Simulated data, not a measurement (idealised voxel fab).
Title: Process Module voxel transistor to metal
Cross-sectional view cut (width: 170 nm; square cell size: 5 nm).
Square cells in a grid make up a cross-section in this document, and the grid is given as bands, listed from the top down, each one or more rows of cells.
For a band, the entry starts with two heights in nm, that of the top and then that of the bottom, and carries on with the band's materials in order from left to right, each alongside its width in nm; the word "full width" beside a single material means it fills the band edge to edge, and "blank" means empty space.
Counting heights begins at 0, where everything beneath is, in the wafer as received, one material. The lowest band has no bottom; it goes on downwards, as "z 0 and below" shows.
It should be noted that a width expressed as "30..40" varies in equal increments from row to row of cells within the band, taking the value of the first number at the top row and that of the second number at the bottom row.
Take "nothing changed" at face value: in the step it is given for, the cross-section changed in none of its cells.
Closed empty spaces (no open way to the top) of 8 cells or more are what "Listed closed voids" lists, each as width x height at distance from the left edge, nm for all three.
Where a step's line continues beyond its settings, the continuation is a remark by the simulator itself on that step.
overlay nm: how far to the right of its planned place the mask lay on this masked step (negative: to the left).
**The process steps that were planned are listed below**
- 1: RECEIVE: material Si
- 2: OXIDIZE: depth nm 5
- 3: CONFORMAL_DEP: material SiN, thk nm 10
- 4: MASKED_ETCH: tone cover, mask id ACTIVE, width nm 100, etch materials SiN, depth nm 10, overlay nm 0
- 5: MASKED_ETCH: tone cover, mask id ACTIVE, width nm 100, etch materials SiO2, depth nm 5, overlay nm 0
- 6: MASKED_ETCH: tone cover, mask id ACTIVE, width nm 100, etch materials Si, depth nm 30, overlay nm 0
- 7: FILL_DEP: material SiO2, thk nm 10
- 8: CMP: height nm 10
- 9: SELECTIVE_ETCH: etch materials SiO2, depth nm 10
- 10: STRIP: etch materials SiN
- 11: SELECTIVE_ETCH: etch materials SiO2, depth nm 5
- 12: OXIDIZE: depth nm 5
- 13: DIRECTIONAL_DEP: material polySi, thk nm 30
- 14: DIRECTIONAL_DEP: material SiCN, thk nm 10
- 15: PATTERN: tone cover, mask id GATE, material resist, width nm 30, thk nm 15, overlay nm 0
- 16: DIRECTIONAL_ETCH: etch materials SiCN, depth nm 20
- 17: DIRECTIONAL_ETCH: etch materials polySi, depth nm 40
- 18: STRIP: etch materials resist
- 19: CONFORMAL_DEP: material SiO2, thk nm 5
- 20: DIRECTIONAL_ETCH: etch materials SiO2, depth nm 5
- 21: CONFORMAL_DEP: material SiN, thk nm 10
- 22: DIRECTIONAL_ETCH: etch materials SiN, depth nm 10
- 23: DIRECTIONAL_ETCH: etch materials SiO2, depth nm 5
- 24: DIRECTIONAL_ETCH: etch materials Si, depth nm 10
- 25: EPI: material nSi, thk nm 10
- 26: FILL_DEP: material SiO2, thk nm 10
- 27: CMP: height nm 25
- 28: STRIP: etch materials polySi
- 29: SELECTIVE_ETCH: etch materials SiO2, depth nm 5
- 30: CONFORMAL_DEP: material HfO2, thk nm 5
- 31: CONFORMAL_DEP: material TiN, thk nm 5
- 32: FILL_DEP: material W, thk nm 10
- 33: CMP: height nm 20
- 34: DIRECTIONAL_DEP: material SiO2, thk nm 15
- 35: PATTERN: tone open, mask id CONTACT, material resist, width nm 15, pitch nm 75, thk nm 20, overlay nm 0
- 36: DIRECTIONAL_ETCH: etch materials SiO2, depth nm 45
- 37: STRIP: etch materials resist
- 38: CONFORMAL_DEP: material TiN, thk nm 5
- 39: FILL_DEP: material W, thk nm 5
- 40: CMP: height nm 35
- 41: CONFORMAL_DEP: material SiN, thk nm 5
- 42: DIRECTIONAL_DEP: material lowk, thk nm 20
- 43: MASKED_ETCH: tone open, mask id METAL_1, width nm 15, pitch nm 75, etch materials lowk, depth nm 20, overlay nm 0
- 44: MASKED_ETCH: tone open, mask id METAL_1, width nm 15, pitch nm 75, etch materials SiN, depth nm 5, overlay nm 0
- 45: CONFORMAL_DEP: material TiN, thk nm 5
- 46: FILL_DEP: material Ru, thk nm 10
- 47: CMP: height nm 60
- 48: EPI: material Ru, thk nm 5
- 49: FILL_DEP: material SiCN, thk nm 5
- 50: DIRECTIONAL_DEP: material lowk, thk nm 25
- 51: MASKED_ETCH: tone open, mask id METAL_2, width nm 15, pitch nm 75, etch materials lowk, depth nm 15, overlay nm 0
- 52: MASKED_ETCH: tone open, mask id METAL_2_HOLES, width nm 15, pitch nm 75, etch materials lowk, depth nm 10, overlay nm 0
- 53: MASKED_ETCH: tone open, mask id METAL_2_HOLES, width nm 15, pitch nm 75, etch materials SiCN, depth nm 5, overlay nm 0
- 54: CONFORMAL_DEP: material TiN, thk nm 5
- 55: FILL_DEP: material Cu, thk nm 10
- 56: CMP: height nm 95
- 57: CONFORMAL_DEP: material SiCN, thk nm 5
**First of the two wafers, run per plan**
**So this is the incoming wafer in cross-section - it's already been through step 1**
z 0 and below  Si full width
Listed closed voids: none
**Once step 2 is through, the wafer looks like this in cross-section**
z 0 to -5  SiO2 full width
Whatever lies below -5 is exactly as it was before.
**Once step 3 is through, the wafer looks like this in cross-section**
z 10 to 0  SiN full width
Whatever lies below 0 is exactly as it was before.
**Once step 4 is through, the wafer looks like this in cross-section**
z 10 to 0  blank=35  SiN=100  blank=35
Whatever lies below 0 is exactly as it was before.
**Once step 5 is through, the wafer looks like this in cross-section**
z 10 to 0  blank=35  SiN=100  blank=35
z 0 to -5  blank=35  SiO2=100  blank=35
Whatever lies below -5 is exactly as it was before.
**Once step 6 is through, the wafer looks like this in cross-section**
z 10 to 0  blank=35  SiN=100  blank=35
z 0 to -5  blank=35  SiO2=100  blank=35
z -5 to -35  blank=35  Si=100  blank=35
Whatever lies below -35 is exactly as it was before.
**Once step 7 is through, the wafer looks like this in cross-section**
z 20 to 10  SiO2 full width
z 10 to 0  SiO2=35  SiN=100  SiO2=35
z 0 to -5  SiO2 full width
z -5 to -35  SiO2=35  Si=100  SiO2=35
Whatever lies below -35 is exactly as it was before.
**Once step 8 is through, the wafer looks like this in cross-section**
z 10 to 0  SiO2=35  SiN=100  SiO2=35
Whatever lies below 0 is exactly as it was before.
**Once step 9 is through, the wafer looks like this in cross-section**
z 10 to 0  blank=35  SiN=100  blank=35
Whatever lies below 0 is exactly as it was before.
**Once step 10 is through, the wafer looks like this in cross-section**
z 0 to -5  SiO2 full width
Whatever lies below -5 is exactly as it was before.
**Once step 11 is through, the wafer looks like this in cross-section**
z -5 to -35  SiO2=35  Si=100  SiO2=35
Whatever lies below -35 is exactly as it was before.
**Once step 12 is through, the wafer looks like this in cross-section**
z -5 to -10  SiO2 full width
Whatever lies below -10 is exactly as it was before.
**Once step 13 is through, the wafer looks like this in cross-section**
z 25 to -5  polySi full width
Whatever lies below -5 is exactly as it was before.
**Once step 14 is through, the wafer looks like this in cross-section**
z 35 to 25  SiCN full width
Whatever lies below 25 is exactly as it was before.
**Once step 15 is through, the wafer looks like this in cross-section**
z 50 to 35  blank=70  resist=30  blank=70
Whatever lies below 35 is exactly as it was before.
**Once step 16 is through, the wafer looks like this in cross-section**
z 50 to 35  blank=70  resist=30  blank=70
z 35 to 25  blank=70  SiCN=30  blank=70
Whatever lies below 25 is exactly as it was before.
**Once step 17 is through, the wafer looks like this in cross-section**
z 50 to 35  blank=70  resist=30  blank=70
z 35 to 25  blank=70  SiCN=30  blank=70
z 25 to -5  blank=70  polySi=30  blank=70
Whatever lies below -5 is exactly as it was before.
**Once step 18 is through, the wafer looks like this in cross-section**
z 35 to 25  blank=70  SiCN=30  blank=70
Whatever lies below 25 is exactly as it was before.
**Once step 19 is through, the wafer looks like this in cross-section**
z 40 to 35  blank=65  SiO2=40  blank=65
z 35 to 25  blank=65  SiO2=5  SiCN=30  SiO2=5  blank=65
z 25 to 0  blank=65  SiO2=5  polySi=30  SiO2=5  blank=65
z 0 to -5  SiO2=70  polySi=30  SiO2=70
Whatever lies below -5 is exactly as it was before.
**Once step 20 is through, the wafer looks like this in cross-section**
z 35 to 25  blank=65  SiO2=5  SiCN=30  SiO2=5  blank=65
z 25 to -5  blank=65  SiO2=5  polySi=30  SiO2=5  blank=65
Whatever lies below -5 is exactly as it was before.
**Once step 21 is through, the wafer looks like this in cross-section**
z 45 to 35  blank=55  SiN=60  blank=55
z 35 to 25  blank=55  SiN=10  SiO2=5  SiCN=30  SiO2=5  SiN=10  blank=55
z 25 to 5  blank=55  SiN=10  SiO2=5  polySi=30  SiO2=5  SiN=10  blank=55
z 5 to -5  SiN=65  SiO2=5  polySi=30  SiO2=5  SiN=65
Whatever lies below -5 is exactly as it was before.
**Once step 22 is through, the wafer looks like this in cross-section**
z 35 to 25  blank=55  SiN=10  SiO2=5  SiCN=30  SiO2=5  SiN=10  blank=55
z 25 to -5  blank=55  SiN=10  SiO2=5  polySi=30  SiO2=5  SiN=10  blank=55
Whatever lies below -5 is exactly as it was before.
**Once step 23 is through, the wafer looks like this in cross-section**
z 35 to 30  blank=55  SiN=10  blank=5  SiCN=30  blank=5  SiN=10  blank=55
z 30 to 25  blank=55  SiN=10  SiO2=5  SiCN=30  SiO2=5  SiN=10  blank=55
z 25 to -5  blank=55  SiN=10  SiO2=5  polySi=30  SiO2=5  SiN=10  blank=55
z -5 to -10  blank=55  SiO2=60  blank=55
Whatever lies below -10 is exactly as it was before.
**Once step 24 is through, the wafer looks like this in cross-section**
z 35 to 30  blank=55  SiN=10  blank=5  SiCN=30  blank=5  SiN=10  blank=55
z 30 to 25  blank=55  SiN=10  SiO2=5  SiCN=30  SiO2=5  SiN=10  blank=55
z 25 to -5  blank=55  SiN=10  SiO2=5  polySi=30  SiO2=5  SiN=10  blank=55
z -5 to -10  blank=55  SiO2=60  blank=55
z -10 to -20  SiO2=35  blank=20  Si=60  blank=20  SiO2=35
Whatever lies below -20 is exactly as it was before.
**Once step 25 is through, the wafer looks like this in cross-section**
z 35 to 30  blank=55  SiN=10  blank=5  SiCN=30  blank=5  SiN=10  blank=55
z 30 to 25  blank=55  SiN=10  SiO2=5  SiCN=30  SiO2=5  SiN=10  blank=55
z 25 to 0  blank=55  SiN=10  SiO2=5  polySi=30  SiO2=5  SiN=10  blank=55
z 0 to -5  blank=45  nSi=10  SiN=10  SiO2=5  polySi=30  SiO2=5  SiN=10  nSi=10  blank=45
z -5 to -10  blank=45  nSi=10  SiO2=60  nSi=10  blank=45
z -10 to -20  SiO2=35  nSi=20  Si=60  nSi=20  SiO2=35
Whatever lies below -20 is exactly as it was before.
**Once step 26 is through, the wafer looks like this in cross-section**
z 45 to 35  SiO2 full width
z 35 to 25  SiO2=55  SiN=10  SiO2=5  SiCN=30  SiO2=5  SiN=10  SiO2=55
z 25 to 0  SiO2=55  SiN=10  SiO2=5  polySi=30  SiO2=5  SiN=10  SiO2=55
z 0 to -5  SiO2=45  nSi=10  SiN=10  SiO2=5  polySi=30  SiO2=5  SiN=10  nSi=10  SiO2=45
z -5 to -10  SiO2=45  nSi=10  SiO2=60  nSi=10  SiO2=45
Whatever lies below -10 is exactly as it was before.
**Once step 27 is through, the wafer looks like this in cross-section**
z 25 to 0  SiO2=55  SiN=10  SiO2=5  polySi=30  SiO2=5  SiN=10  SiO2=55
Whatever lies below 0 is exactly as it was before.
**Once step 28 is through, the wafer looks like this in cross-section**
z 25 to 0  SiO2=55  SiN=10  SiO2=5  blank=30  SiO2=5  SiN=10  SiO2=55
z 0 to -5  SiO2=45  nSi=10  SiN=10  SiO2=5  blank=30  SiO2=5  SiN=10  nSi=10  SiO2=45
Whatever lies below -5 is exactly as it was before.
**Once step 29 is through, the wafer looks like this in cross-section**
z 25 to 20  blank=55  SiN=10  blank=40  SiN=10  blank=55
z 20 to 0  SiO2=55  SiN=10  blank=40  SiN=10  SiO2=55
z 0 to -5  SiO2=45  nSi=10  SiN=10  blank=40  SiN=10  nSi=10  SiO2=45
z -5 to -10  SiO2=45  nSi=10  SiO2=10  blank=40  SiO2=10  nSi=10  SiO2=45
Whatever lies below -10 is exactly as it was before.
**Once step 30 is through, the wafer looks like this in cross-section**
z 30 to 25  blank=50  HfO2=20  blank=30  HfO2=20  blank=50
z 25 to 20  HfO2=55  SiN=10  HfO2=5  blank=30  HfO2=5  SiN=10  HfO2=55
z 20 to 0  SiO2=55  SiN=10  HfO2=5  blank=30  HfO2=5  SiN=10  SiO2=55
z 0 to -5  SiO2=45  nSi=10  SiN=10  HfO2=5  blank=30  HfO2=5  SiN=10  nSi=10  SiO2=45
z -5 to -10  SiO2=45  nSi=10  SiO2=10  HfO2=40  SiO2=10  nSi=10  SiO2=45
Whatever lies below -10 is exactly as it was before.
**Once step 31 is through, the wafer looks like this in cross-section**
z 35 to 30  blank=45  TiN=30  blank=20  TiN=30  blank=45
z 30 to 25  TiN=50  HfO2=20  TiN=5  blank=20  TiN=5  HfO2=20  TiN=50
z 25 to 20  HfO2=55  SiN=10  HfO2=5  TiN=5  blank=20  TiN=5  HfO2=5  SiN=10  HfO2=55
z 20 to 0  SiO2=55  SiN=10  HfO2=5  TiN=5  blank=20  TiN=5  HfO2=5  SiN=10  SiO2=55
z 0 to -5  SiO2=45  nSi=10  SiN=10  HfO2=5  TiN=30  HfO2=5  SiN=10  nSi=10  SiO2=45
Whatever lies below -5 is exactly as it was before.
**Once step 32 is through, the wafer looks like this in cross-section**
z 45 to 35  W full width
z 35 to 30  W=45  TiN=30  W=20  TiN=30  W=45
z 30 to 25  TiN=50  HfO2=20  TiN=5  W=20  TiN=5  HfO2=20  TiN=50
z 25 to 20  HfO2=55  SiN=10  HfO2=5  TiN=5  W=20  TiN=5  HfO2=5  SiN=10  HfO2=55
z 20 to 0  SiO2=55  SiN=10  HfO2=5  TiN=5  W=20  TiN=5  HfO2=5  SiN=10  SiO2=55
Whatever lies below 0 is exactly as it was before.
**Once step 33 is through, the wafer looks like this in cross-section**
z 20 to 0  SiO2=55  SiN=10  HfO2=5  TiN=5  W=20  TiN=5  HfO2=5  SiN=10  SiO2=55
Whatever lies below 0 is exactly as it was before.
**Once step 34 is through, the wafer looks like this in cross-section**
z 35 to 20  SiO2 full width
Whatever lies below 20 is exactly as it was before.
**Once step 35 is through, the wafer looks like this in cross-section**
z 55 to 35  resist=40  blank=15  resist=60  blank=15  resist=40
Whatever lies below 35 is exactly as it was before.
**Once step 36 is through, the wafer looks like this in cross-section**
z 55 to 35  resist=40  blank=15  resist=60  blank=15  resist=40
z 35 to 20  SiO2=40  blank=15  SiO2=60  blank=15  SiO2=40
z 20 to 0  SiO2=40  blank=15  SiN=10  HfO2=5  TiN=5  W=20  TiN=5  HfO2=5  SiN=10  blank=15  SiO2=40
z 0 to -5  SiO2=40  blank=5  nSi=10  SiN=10  HfO2=5  TiN=30  HfO2=5  SiN=10  nSi=10  blank=5  SiO2=40
z -5 to -10  SiO2=40  blank=5  nSi=10  SiO2=10  HfO2=40  SiO2=10  nSi=10  blank=5  SiO2=40
Whatever lies below -10 is exactly as it was before.
**Once step 37 is through, the wafer looks like this in cross-section**
z 35 to 20  SiO2=40  blank=15  SiO2=60  blank=15  SiO2=40
Whatever lies below 20 is exactly as it was before.
**Once step 38 is through, the wafer looks like this in cross-section**
z 40 to 35  TiN=45  blank=5  TiN=70  blank=5  TiN=45
z 35 to 20  SiO2=40  TiN=5  blank=5  TiN=5  SiO2=60  TiN=5  blank=5  TiN=5  SiO2=40
z 20 to 5  SiO2=40  TiN=5  blank=5  TiN=5  SiN=10  HfO2=5  TiN=5  W=20  TiN=5  HfO2=5  SiN=10  TiN=5  blank=5  TiN=5  SiO2=40
z 5 to 0  SiO2=40  TiN=15  SiN=10  HfO2=5  TiN=5  W=20  TiN=5  HfO2=5  SiN=10  TiN=15  SiO2=40
z 0 to -5  SiO2=40  TiN=5  nSi=10  SiN=10  HfO2=5  TiN=30  HfO2=5  SiN=10  nSi=10  TiN=5  SiO2=40
z -5 to -10  SiO2=40  TiN=5  nSi=10  SiO2=10  HfO2=40  SiO2=10  nSi=10  TiN=5  SiO2=40
Whatever lies below -10 is exactly as it was before.
**Once step 39 is through, the wafer looks like this in cross-section**
z 45 to 40  W full width
z 40 to 35  TiN=45  W=5  TiN=70  W=5  TiN=45
z 35 to 20  SiO2=40  TiN=5  W=5  TiN=5  SiO2=60  TiN=5  W=5  TiN=5  SiO2=40
z 20 to 5  SiO2=40  TiN=5  W=5  TiN=5  SiN=10  HfO2=5  TiN=5  W=20  TiN=5  HfO2=5  SiN=10  TiN=5  W=5  TiN=5  SiO2=40
Whatever lies below 5 is exactly as it was before.
**Once step 40 is through, the wafer looks like this in cross-section**
z 35 to 20  SiO2=40  TiN=5  W=5  TiN=5  SiO2=60  TiN=5  W=5  TiN=5  SiO2=40
Whatever lies below 20 is exactly as it was before.
**Once step 41 is through, the wafer looks like this in cross-section**
z 40 to 35  SiN full width
Whatever lies below 35 is exactly as it was before.
**Once step 42 is through, the wafer looks like this in cross-section**
z 60 to 40  lowk full width
Whatever lies below 40 is exactly as it was before.
**Once step 43 is through, the wafer looks like this in cross-section**
z 60 to 40  lowk=40  blank=15  lowk=60  blank=15  lowk=40
Whatever lies below 40 is exactly as it was before.
**Once step 44 is through, the wafer looks like this in cross-section**
z 60 to 40  lowk=40  blank=15  lowk=60  blank=15  lowk=40
z 40 to 35  SiN=40  blank=15  SiN=60  blank=15  SiN=40
Whatever lies below 35 is exactly as it was before.
**Once step 45 is through, the wafer looks like this in cross-section**
z 65 to 60  TiN=45  blank=5  TiN=70  blank=5  TiN=45
z 60 to 40  lowk=40  TiN=5  blank=5  TiN=5  lowk=60  TiN=5  blank=5  TiN=5  lowk=40
z 40 to 35  SiN=40  TiN=15  SiN=60  TiN=15  SiN=40
Whatever lies below 35 is exactly as it was before.
**Once step 46 is through, the wafer looks like this in cross-section**
z 75 to 65  Ru full width
z 65 to 60  TiN=45  Ru=5  TiN=70  Ru=5  TiN=45
z 60 to 40  lowk=40  TiN=5  Ru=5  TiN=5  lowk=60  TiN=5  Ru=5  TiN=5  lowk=40
Whatever lies below 40 is exactly as it was before.
**Once step 47 is through, the wafer looks like this in cross-section**
z 60 to 40  lowk=40  TiN=5  Ru=5  TiN=5  lowk=60  TiN=5  Ru=5  TiN=5  lowk=40
Whatever lies below 40 is exactly as it was before.
**Once step 48 is through, the wafer looks like this in cross-section**
z 65 to 60  blank=35  Ru=25  blank=50  Ru=25  blank=35
Whatever lies below 60 is exactly as it was before.
**Once step 49 is through, the wafer looks like this in cross-section**
z 70 to 65  SiCN full width
z 65 to 60  SiCN=35  Ru=25  SiCN=50  Ru=25  SiCN=35
Whatever lies below 60 is exactly as it was before.
**Once step 50 is through, the wafer looks like this in cross-section**
z 95 to 70  lowk full width
Whatever lies below 70 is exactly as it was before.
**Once step 51 is through, the wafer looks like this in cross-section**
z 95 to 80  lowk=40  blank=15  lowk=60  blank=15  lowk=40
Whatever lies below 80 is exactly as it was before.
**Once step 52 is through, the wafer looks like this in cross-section**
z 95 to 70  lowk=40  blank=15  lowk=60  blank=15  lowk=40
Whatever lies below 70 is exactly as it was before.
**Once step 53 is through, the wafer looks like this in cross-section**
z 95 to 70  lowk=40  blank=15  lowk=60  blank=15  lowk=40
z 70 to 65  SiCN=40  blank=15  SiCN=60  blank=15  SiCN=40
Whatever lies below 65 is exactly as it was before.
**Once step 54 is through, the wafer looks like this in cross-section**
z 100 to 95  TiN=45  blank=5  TiN=70  blank=5  TiN=45
z 95 to 70  lowk=40  TiN=5  blank=5  TiN=5  lowk=60  TiN=5  blank=5  TiN=5  lowk=40
z 70 to 65  SiCN=40  TiN=15  SiCN=60  TiN=15  SiCN=40
Whatever lies below 65 is exactly as it was before.
**Once step 55 is through, the wafer looks like this in cross-section**
z 110 to 100  Cu full width
z 100 to 95  TiN=45  Cu=5  TiN=70  Cu=5  TiN=45
z 95 to 70  lowk=40  TiN=5  Cu=5  TiN=5  lowk=60  TiN=5  Cu=5  TiN=5  lowk=40
Whatever lies below 70 is exactly as it was before.
**Once step 56 is through, the wafer looks like this in cross-section**
z 95 to 70  lowk=40  TiN=5  Cu=5  TiN=5  lowk=60  TiN=5  Cu=5  TiN=5  lowk=40
Whatever lies below 70 is exactly as it was before.
**Once step 57 is through, the wafer looks like this in cross-section**
z 100 to 95  SiCN full width
Whatever lies below 95 is exactly as it was before.
**Second wafer, same starting conditions and recipe as the first, one mistake in executing it, nothing differs from the first up to and including step 14**
**Second wafer: cross-section at the scheduled end of step 15**
z 50 to 35  resist=70  blank=30  resist=70
Whatever lies below 35 is exactly as it was before.
**Second wafer: cross-section at the scheduled end of step 16**
z 50 to 35  resist=70  blank=30  resist=70
z 35 to 25  SiCN=70  blank=30  SiCN=70
Whatever lies below 25 is exactly as it was before.
**Second wafer: cross-section at the scheduled end of step 17**
z 50 to 35  resist=70  blank=30  resist=70
z 35 to 25  SiCN=70  blank=30  SiCN=70
z 25 to -5  polySi=70  blank=30  polySi=70
Whatever lies below -5 is exactly as it was before.
**Second wafer: cross-section at the scheduled end of step 18**
z 35 to 25  SiCN=70  blank=30  SiCN=70
Whatever lies below 25 is exactly as it was before.
**Second wafer: cross-section at the scheduled end of step 19**
z 40 to 35  SiO2=75  blank=20  SiO2=75
z 35 to 25  SiCN=70  SiO2=5  blank=20  SiO2=5  SiCN=70
z 25 to 0  polySi=70  SiO2=5  blank=20  SiO2=5  polySi=70
z 0 to -5  polySi=70  SiO2=30  polySi=70
Whatever lies below -5 is exactly as it was before.
**Second wafer: cross-section at the scheduled end of step 20**
z 35 to 25  SiCN=70  SiO2=5  blank=20  SiO2=5  SiCN=70
z 25 to -5  polySi=70  SiO2=5  blank=20  SiO2=5  polySi=70
Whatever lies below -5 is exactly as it was before.
**Second wafer: cross-section at the scheduled end of step 21**
z 45 to 35  SiN full width
z 35 to 25  SiCN=70  SiO2=5  SiN=20  SiO2=5  SiCN=70
z 25 to -5  polySi=70  SiO2=5  SiN=20  SiO2=5  polySi=70
Whatever lies below -5 is exactly as it was before.
**Second wafer: cross-section at the scheduled end of step 22**
z 35 to 25  SiCN=70  SiO2=5  SiN=20  SiO2=5  SiCN=70
Whatever lies below 25 is exactly as it was before.
**Second wafer: cross-section at the scheduled end of step 23**
z 35 to 30  SiCN=70  blank=5  SiN=20  blank=5  SiCN=70
Whatever lies below 30 is exactly as it was before.
Second wafer: cross-section at the scheduled end of step 24: nothing changed
Second wafer: cross-section at the scheduled end of step 25: nothing changed
**Second wafer: cross-section at the scheduled end of step 26**
z 45 to 35  SiO2 full width
z 35 to 25  SiCN=70  SiO2=5  SiN=20  SiO2=5  SiCN=70
Whatever lies below 25 is exactly as it was before.
**Second wafer: cross-section at the scheduled end of step 27**
z 25 to -5  polySi=70  SiO2=5  SiN=20  SiO2=5  polySi=70
Whatever lies below -5 is exactly as it was before.
**Second wafer: cross-section at the scheduled end of step 28**
z 25 to -5  blank=70  SiO2=5  SiN=20  SiO2=5  blank=70
Whatever lies below -5 is exactly as it was before.
**Second wafer: cross-section at the scheduled end of step 29**
z 25 to -5  blank=75  SiN=20  blank=75
z -5 to -10  blank=75  SiO2=20  blank=75
Whatever lies below -10 is exactly as it was before.
**Second wafer: cross-section at the scheduled end of step 30**
z 30 to 25  blank=70  HfO2=30  blank=70
z 25 to -5  blank=70  HfO2=5  SiN=20  HfO2=5  blank=70
z -5 to -10  HfO2=75  SiO2=20  HfO2=75
Whatever lies below -10 is exactly as it was before.
**Second wafer: cross-section at the scheduled end of step 31**
z 35 to 30  blank=65  TiN=40  blank=65
z 30 to 25  blank=65  TiN=5  HfO2=30  TiN=5  blank=65
z 25 to 0  blank=65  TiN=5  HfO2=5  SiN=20  HfO2=5  TiN=5  blank=65
z 0 to -5  TiN=70  HfO2=5  SiN=20  HfO2=5  TiN=70
Whatever lies below -5 is exactly as it was before.
**Second wafer: cross-section at the scheduled end of step 32**
z 45 to 35  W full width
z 35 to 30  W=65  TiN=40  W=65
z 30 to 25  W=65  TiN=5  HfO2=30  TiN=5  W=65
z 25 to 0  W=65  TiN=5  HfO2=5  SiN=20  HfO2=5  TiN=5  W=65
Whatever lies below 0 is exactly as it was before.
**Second wafer: cross-section at the scheduled end of step 33**
z 20 to 0  W=65  TiN=5  HfO2=5  SiN=20  HfO2=5  TiN=5  W=65
Whatever lies below 0 is exactly as it was before.
**Second wafer: cross-section at the scheduled end of step 34**
z 35 to 20  SiO2 full width
Whatever lies below 20 is exactly as it was before.
**Second wafer: cross-section at the scheduled end of step 35**
z 55 to 35  resist=40  blank=15  resist=60  blank=15  resist=40
Whatever lies below 35 is exactly as it was before.
**Second wafer: cross-section at the scheduled end of step 36**
z 55 to 35  resist=40  blank=15  resist=60  blank=15  resist=40
z 35 to 20  SiO2=40  blank=15  SiO2=60  blank=15  SiO2=40
Whatever lies below 20 is exactly as it was before.
**Second wafer: cross-section at the scheduled end of step 37**
z 35 to 20  SiO2=40  blank=15  SiO2=60  blank=15  SiO2=40
Whatever lies below 20 is exactly as it was before.
**Second wafer: cross-section at the scheduled end of step 38**
z 40 to 35  TiN=45  blank=5  TiN=70  blank=5  TiN=45
z 35 to 25  SiO2=40  TiN=5  blank=5  TiN=5  SiO2=60  TiN=5  blank=5  TiN=5  SiO2=40
z 25 to 20  SiO2=40  TiN=15  SiO2=60  TiN=15  SiO2=40
Whatever lies below 20 is exactly as it was before.
**Second wafer: cross-section at the scheduled end of step 39**
z 45 to 40  W full width
z 40 to 35  TiN=45  W=5  TiN=70  W=5  TiN=45
z 35 to 25  SiO2=40  TiN=5  W=5  TiN=5  SiO2=60  TiN=5  W=5  TiN=5  SiO2=40
Whatever lies below 25 is exactly as it was before.
**Second wafer: cross-section at the scheduled end of step 40**
z 35 to 25  SiO2=40  TiN=5  W=5  TiN=5  SiO2=60  TiN=5  W=5  TiN=5  SiO2=40
Whatever lies below 25 is exactly as it was before.
**Second wafer: cross-section at the scheduled end of step 41**
z 40 to 35  SiN full width
Whatever lies below 35 is exactly as it was before.
**Second wafer: cross-section at the scheduled end of step 42**
z 60 to 40  lowk full width
Whatever lies below 40 is exactly as it was before.
**Second wafer: cross-section at the scheduled end of step 43**
z 60 to 40  lowk=40  blank=15  lowk=60  blank=15  lowk=40
Whatever lies below 40 is exactly as it was before.
**Second wafer: cross-section at the scheduled end of step 44**
z 60 to 40  lowk=40  blank=15  lowk=60  blank=15  lowk=40
z 40 to 35  SiN=40  blank=15  SiN=60  blank=15  SiN=40
Whatever lies below 35 is exactly as it was before.
**Second wafer: cross-section at the scheduled end of step 45**
z 65 to 60  TiN=45  blank=5  TiN=70  blank=5  TiN=45
z 60 to 40  lowk=40  TiN=5  blank=5  TiN=5  lowk=60  TiN=5  blank=5  TiN=5  lowk=40
z 40 to 35  SiN=40  TiN=15  SiN=60  TiN=15  SiN=40
Whatever lies below 35 is exactly as it was before.
**Second wafer: cross-section at the scheduled end of step 46**
z 75 to 65  Ru full width
z 65 to 60  TiN=45  Ru=5  TiN=70  Ru=5  TiN=45
z 60 to 40  lowk=40  TiN=5  Ru=5  TiN=5  lowk=60  TiN=5  Ru=5  TiN=5  lowk=40
Whatever lies below 40 is exactly as it was before.
**Second wafer: cross-section at the scheduled end of step 47**
z 60 to 40  lowk=40  TiN=5  Ru=5  TiN=5  lowk=60  TiN=5  Ru=5  TiN=5  lowk=40
Whatever lies below 40 is exactly as it was before.
**Second wafer: cross-section at the scheduled end of step 48**
z 65 to 60  blank=35  Ru=25  blank=50  Ru=25  blank=35
Whatever lies below 60 is exactly as it was before.
**Second wafer: cross-section at the scheduled end of step 49**
z 70 to 65  SiCN full width
z 65 to 60  SiCN=35  Ru=25  SiCN=50  Ru=25  SiCN=35
Whatever lies below 60 is exactly as it was before.
**Second wafer: cross-section at the scheduled end of step 50**
z 95 to 70  lowk full width
Whatever lies below 70 is exactly as it was before.
**Second wafer: cross-section at the scheduled end of step 51**
z 95 to 80  lowk=40  blank=15  lowk=60  blank=15  lowk=40
Whatever lies below 80 is exactly as it was before.
**Second wafer: cross-section at the scheduled end of step 52**
z 95 to 70  lowk=40  blank=15  lowk=60  blank=15  lowk=40
Whatever lies below 70 is exactly as it was before.
**Second wafer: cross-section at the scheduled end of step 53**
z 95 to 70  lowk=40  blank=15  lowk=60  blank=15  lowk=40
z 70 to 65  SiCN=40  blank=15  SiCN=60  blank=15  SiCN=40
Whatever lies below 65 is exactly as it was before.
**Second wafer: cross-section at the scheduled end of step 54**
z 100 to 95  TiN=45  blank=5  TiN=70  blank=5  TiN=45
z 95 to 70  lowk=40  TiN=5  blank=5  TiN=5  lowk=60  TiN=5  blank=5  TiN=5  lowk=40
z 70 to 65  SiCN=40  TiN=15  SiCN=60  TiN=15  SiCN=40
Whatever lies below 65 is exactly as it was before.
**Second wafer: cross-section at the scheduled end of step 55**
z 110 to 100  Cu full width
z 100 to 95  TiN=45  Cu=5  TiN=70  Cu=5  TiN=45
z 95 to 70  lowk=40  TiN=5  Cu=5  TiN=5  lowk=60  TiN=5  Cu=5  TiN=5  lowk=40
Whatever lies below 70 is exactly as it was before.
**Second wafer: cross-section at the scheduled end of step 56**
z 95 to 70  lowk=40  TiN=5  Cu=5  TiN=5  lowk=60  TiN=5  Cu=5  TiN=5  lowk=40
Whatever lies below 70 is exactly as it was before.
**Second wafer: cross-section at the scheduled end of step 57**
z 100 to 95  SiCN full width
Whatever lies below 95 is exactly as it was before.
Diagnosis: it should be noted that step 15 was executed with settings other than those planned, the operation and settings actually applied being PATTERN: tone open, mask id GATE, material resist, width nm 30, thk nm 15, overlay nm 0
Heads up, by the end the second wafer has more or fewer cells of some materials compared to the first: HfO2 +22; Si +16; SiO2 -96; TiN +2; W +80; nSi -24
